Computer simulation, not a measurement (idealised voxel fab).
process module | voxel self aligned contacts
cross-section cut | 225 nm wide | cells 5 nm
A cross-section is a grid of square cells, given in bands from the top down. A band is one or more rows of cells.
Each band's line starts with the height of the band's top and of its bottom, in nm. Then come its materials from left to right, each with its width in nm. One material with "throughout" fills the band from edge to edge. "air" is empty space.
Height 0 is the level under which the wafer as received is all one material. The lowest band goes on downwards, as in "0 down".
A width such as "30 to 40" changes by the same amount from each row of cells to the next, from the band's top row to its bottom row.
"no change" after a step means that no cell of the cross-section changed.
closed voids: empty space of 8 cells or more with no open way to the top, each as width x height at its distance from the left edge, in nm
after a step's settings: what the simulator itself notes on the step
overlay nm, on a step with a mask: how far to the right of its planned place the mask lay; to the left if negative
plan
1 op RECEIVE | material Si
2 op CONFORMAL_DEP | material SiO2 | thk nm 5
3 op DIRECTIONAL_DEP | material polySi | thk nm 25
4 op DIRECTIONAL_DEP | material SiN | thk nm 15
5 op PATTERN | tone cover | mask id GATE | material resist | width nm 35 | pitch nm 60 | thk nm 15 | overlay nm 0
6 op DIRECTIONAL_ETCH | etch materials SiN | depth nm 15
7 op DIRECTIONAL_ETCH | etch materials polySi | depth nm 25
8 op STRIP | etch materials resist
9 op CONFORMAL_DEP | material SiN | thk nm 5
10 op DIRECTIONAL_ETCH | etch materials SiN | depth nm 5
11 op FILL_DEP | material SiO2 | thk nm 20
12 op CMP | height nm 55
13 op MASKED_ETCH | tone open | mask id CONTACT | width nm 35 | etch materials SiO2 | depth nm 55 | overlay nm 0
14 op CONFORMAL_DEP | material TiN | thk nm 5
15 op FILL_DEP | material Ru | thk nm 5
16 op CMP | height nm 55
17 op CONFORMAL_DEP | material SiN | thk nm 5
as received, after step 1
  0 down: Si throughout
  closed voids: none
first wafer at the end, as planned
  60 to 55: SiN throughout
  55 to 45: SiO2 95 | TiN 5 to 15 | Ru 25 to 5 | TiN 5 to 15 | SiO2 95
  45 to 30: SiO2 60 | SiN 45 | TiN 5 | Ru 5 | TiN 5 | SiN 45 | SiO2 60
  30 to 5: SiO2 60 | SiN 5 | polySi 35 | SiN 5 | TiN 5 | Ru 5 | TiN 5 | SiN 5 | polySi 35 | SiN 5 | SiO2 60
  5 to 0: SiO2 105 | TiN 15 | SiO2 105
  0 down: Si throughout
  closed voids: none
second wafer at the end: like start, like plan, one mistake
  60 to 55: SiN throughout
  55 to 45: SiO2 95 to 60 | TiN 15 to 50 | Ru 5 | TiN 15 to 50 | SiO2 95 to 60
  45 to 30: SiO2 60 | TiN 5 | SiN 35 | TiN 10 | Ru 5 | TiN 10 | SiN 35 | TiN 5 | SiO2 60
  30 to 15: SiO2 60 | TiN 5 | polySi 35 | TiN 10 | Ru 5 | TiN 10 | polySi 35 | TiN 5 | SiO2 60
  15 to 10: SiO2 60 | TiN 5 | polySi 35 | TiN 25 | polySi 35 | TiN 5 | SiO2 60
  10 to 5: TiN 65 | polySi 35 | TiN 25 | polySi 35 | TiN 65
  5 to 0: SiO2 throughout
  0 down: Si throughout
  closed voids: none
what went wrong: step 9 ran as: op CONFORMAL_DEP | material TiN | thk nm 5
at the end the second wafer has, in cells: 6 fewer of Ru | 32 fewer of SiN | 35 fewer of SiO2 | 73 more of TiN
